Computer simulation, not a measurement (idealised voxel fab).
process module | voxel trench capacitor
cross-section cut | 185 nm wide | cells 5 nm
A cross-section is a grid of square cells, given in bands from the top down. A band is one or more rows of cells.
Each band's line starts with the height of the band's top and of its bottom, in nm. Then come its materials from left to right, each with its width in nm. One material with "throughout" fills the band from edge to edge. "air" is empty space.
Height 0 is the level under which the wafer as received is all one material. The lowest band goes on downwards, as in "0 down".
A width such as "30 to 40" changes by the same amount from each row of cells to the next, from the band's top row to its bottom row.
"no change" after a step means that no cell of the cross-section changed.
closed voids: empty space of 8 cells or more with no open way to the top, each as width x height at its distance from the left edge, in nm
after a step's settings: what the simulator itself notes on the step
overlay nm, on a step with a mask: how far to the right of its planned place the mask lay; to the left if negative
plan
1 op RECEIVE | material Si
2 op CONFORMAL_DEP | material SiN | thk nm 5
3 op PATTERN | tone open | mask id TRENCH | material resist | width nm 30 | pitch nm 50 | thk nm 20 | overlay nm 0
4 op DIRECTIONAL_ETCH | etch materials SiN | depth nm 5
5 op DIRECTIONAL_ETCH | etch materials Si | depth nm 25
6 op STRIP | etch materials resist
7 op CONFORMAL_DEP | material Al2O3 | thk nm 5
8 op CONFORMAL_DEP | material TiN | thk nm 5
9 op FILL_DEP | material W | thk nm 10
10 op CMP | height nm 5
as received, after step 1
  0 down: Si throughout
  closed voids: none
first wafer at the end, as planned
  5 to 0: SiN 25 | Al2O3 5 | TiN 5 | W 10 | TiN 5 | Al2O3 5 | SiN 20 | Al2O3 5 | TiN 5 | W 10 | TiN 5 | Al2O3 5 | SiN 20 | Al2O3 5 | TiN 5 | W 10 | TiN 5 | Al2O3 5 | SiN 30
  0 to -15: Si 25 | Al2O3 5 | TiN 5 | W 10 | TiN 5 | Al2O3 5 | Si 20 | Al2O3 5 | TiN 5 | W 10 | TiN 5 | Al2O3 5 | Si 20 | Al2O3 5 | TiN 5 | W 10 | TiN 5 | Al2O3 5 | Si 30
  -15 to -20: Si 25 | Al2O3 5 | TiN 20 | Al2O3 5 | Si 20 | Al2O3 5 | TiN 20 | Al2O3 5 | Si 20 | Al2O3 5 | TiN 20 | Al2O3 5 | Si 30
  -20 to -25: Si 25 | Al2O3 30 | Si 20 | Al2O3 30 | Si 20 | Al2O3 30 | Si 30
  -25 down: Si throughout
  closed voids: none
second wafer at the end: like start, like plan, one mistake
  25 to 15: W throughout
  15 to 10: TiN 35 | W 10 | TiN 40 | W 10 | TiN 40 | W 10 | TiN 40
  10 to 5: Al2O3 30 | TiN 5 | W 10 | TiN 5 | Al2O3 30 | TiN 5 | W 10 | TiN 5 | Al2O3 30 | TiN 5 | W 10 | TiN 5 | Al2O3 35
  5 to 0: SiN 25 | Al2O3 5 | TiN 5 | W 10 | TiN 5 | Al2O3 5 | SiN 20 | Al2O3 5 | TiN 5 | W 10 | TiN 5 | Al2O3 5 | SiN 20 | Al2O3 5 | TiN 5 | W 10 | TiN 5 | Al2O3 5 | SiN 30
  0 to -15: Si 25 | Al2O3 5 | TiN 5 | W 10 | TiN 5 | Al2O3 5 | Si 20 | Al2O3 5 | TiN 5 | W 10 | TiN 5 | Al2O3 5 | Si 20 | Al2O3 5 | TiN 5 | W 10 | TiN 5 | Al2O3 5 | Si 30
  -15 to -20: Si 25 | Al2O3 5 | TiN 20 | Al2O3 5 | Si 20 | Al2O3 5 | TiN 20 | Al2O3 5 | Si 20 | Al2O3 5 | TiN 20 | Al2O3 5 | Si 30
  -20 to -25: Si 25 | Al2O3 30 | Si 20 | Al2O3 30 | Si 20 | Al2O3 30 | Si 30
  -25 down: Si throughout
  closed voids: none
what went wrong: step 10 was left out
at the end the second wafer has, in cells: 25 more of Al2O3 | 37 more of TiN | 86 more of W
